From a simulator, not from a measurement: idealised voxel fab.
The following is a process module called voxel wiring stack.
Cross-sectional view cut (width: 145 nm; square cell size: 5 nm).
If you're reading a cross-section in this doc, picture square cells in a grid; it comes to you as bands, top ones listed first down to the bottom, and a band can be one or more rows of cells.
In this notation a band is specified by the heights of its top and bottom, in that order and in nm, after which its materials appear from left to right, each paired with its width in nm. The word "everywhere" attached to a single material means that material fills the band from edge to edge; the word "blank" stands for empty space.
Where do heights start? At 0: under that level the wafer as delivered is made of one material only. And the lowest band has no floor; it just carries on downward, as in "0 and below".
The expression "30->40" gives the width at the extremes of the band, the first number at its top row of cells and the second at its bottom row, with the width changing by equal amounts from each row to the next in between.
For the purposes of this document, the phrase "no alteration" attached to a step denotes that no cell within the cross-section was modified by that step.
Reported under the label "Voids, sealed" are the empty spaces having no open way to the top and comprising 8 cells or more; the notation for each is width x height at distance, in which the distance is measured from the left edge and all three values are in nm.
Note: text after step settings on the step line = simulator remark on that step.
The "overlay nm" setting may appear on a step's line; for a step that uses a mask, it gives how far to the right of its planned position the mask lay, and a negative value indicates the left.

Here's what the planned process steps look like:
1: RECEIVE with material Si
2: CONFORMAL_DEP with material SiO2, thk nm 15
3: CONFORMAL_DEP with material SiN, thk nm 5
4: DIRECTIONAL_DEP with material lowk, thk nm 15
5: PATTERN with tone open, mask id METAL_1, material resist, width nm 25, pitch nm 45, thk nm 20, overlay nm 0
6: DIRECTIONAL_ETCH with etch materials lowk, depth nm 15
7: DIRECTIONAL_ETCH with etch materials SiN, depth nm 5
8: STRIP with etch materials resist
9: CONFORMAL_DEP with material TiN, thk nm 5
10: FILL_DEP with material W, thk nm 5
11: CMP with height nm 35
12: CONFORMAL_DEP with material SiCN, thk nm 5
13: DIRECTIONAL_DEP with material lowk, thk nm 15
14: PATTERN with tone open, mask id PLUG_1, material resist, width nm 15, thk nm 20, overlay nm 0
15: DIRECTIONAL_ETCH with etch materials lowk, depth nm 15
16: DIRECTIONAL_ETCH with etch materials SiCN, depth nm 5
17: STRIP with etch materials resist
18: EPI with material Ru, thk nm 10
19: EPI with material Ru, thk nm 10
20: DIRECTIONAL_DEP with material TiN, thk nm 5
21: DIRECTIONAL_DEP with material W, thk nm 25
22: DIRECTIONAL_DEP with material aC, thk nm 15
23: PATTERN with tone cover, mask id METAL_2, material resist, width nm 25, pitch nm 45, thk nm 35, overlay nm 0
24: DIRECTIONAL_ETCH with etch materials aC, depth nm 15
25: STRIP with etch materials resist
26: DIRECTIONAL_ETCH with etch materials W, depth nm 25
27: DIRECTIONAL_ETCH with etch materials TiN, depth nm 5
28: STRIP with etch materials aC
29: FILL_DEP with material lowk, thk nm 5
30: CMP with height nm 85
31: CONFORMAL_DEP with material SiN, thk nm 5

Wafer cross-section on receipt, i.e. after step 1:
  0 and below: Si everywhere
  Voids, sealed: none

Looking at the first of two wafers in cross-section at end of module - ran to plan:
  90 down to 85: SiN everywhere
  85 down to 60: lowk 35; W 25; lowk 20; W 25; lowk 40
  60 down to 55: lowk 35; TiN 25; lowk 20; TiN 25; lowk 40
  55 down to 40: lowk 35; Ru 15; lowk 95
  40 down to 35: SiCN 35; Ru 15; SiCN 95
  35 down to 20: lowk 35; TiN 5; W 15; TiN 5; lowk 20; TiN 5; W 15; TiN 5; lowk 40
  20 down to 15: SiN 35; TiN 25; SiN 20; TiN 25; SiN 40
  15 down to 0: SiO2 everywhere
  0 and below: Si everywhere
  Voids, sealed: none

Cross-section of the latter of the two wafers at module completion. It had an identical start and an identical plan to the former; in running it, one mistake was made:
  90 down to 85: SiN everywhere
  85 down to 60: lowk 35; W 25; lowk 20; W 25; lowk 40
  60 down to 55: lowk 35; TiN 25; lowk 20; TiN 25; lowk 40
  55 down to 40: lowk 35; Ru 15; lowk 95
  40 down to 35: SiCN 35; Ru 15; SiCN 95
  35 down to 30: lowk 35; TiN 5; W 15; TiN 5; lowk 20; TiN 5; W 15; TiN 5; lowk 40
  30 down to 25: SiN 35; TiN 25; SiN 20; TiN 25; SiN 40
  25 down to 15: SiN everywhere
  15 down to 0: SiO2 everywhere
  0 and below: Si everywhere
  Voids, sealed: none
What was the processing mistake? step 3 did not use the planned setting and instead ran as CONFORMAL_DEP with material SiN, thk nm 15
Wafer comparison, final, in cells, second relative to first, materials more or fewer: SiN: 58 more | TiN: 8 fewer | W: 12 fewer | lowk: 38 fewer
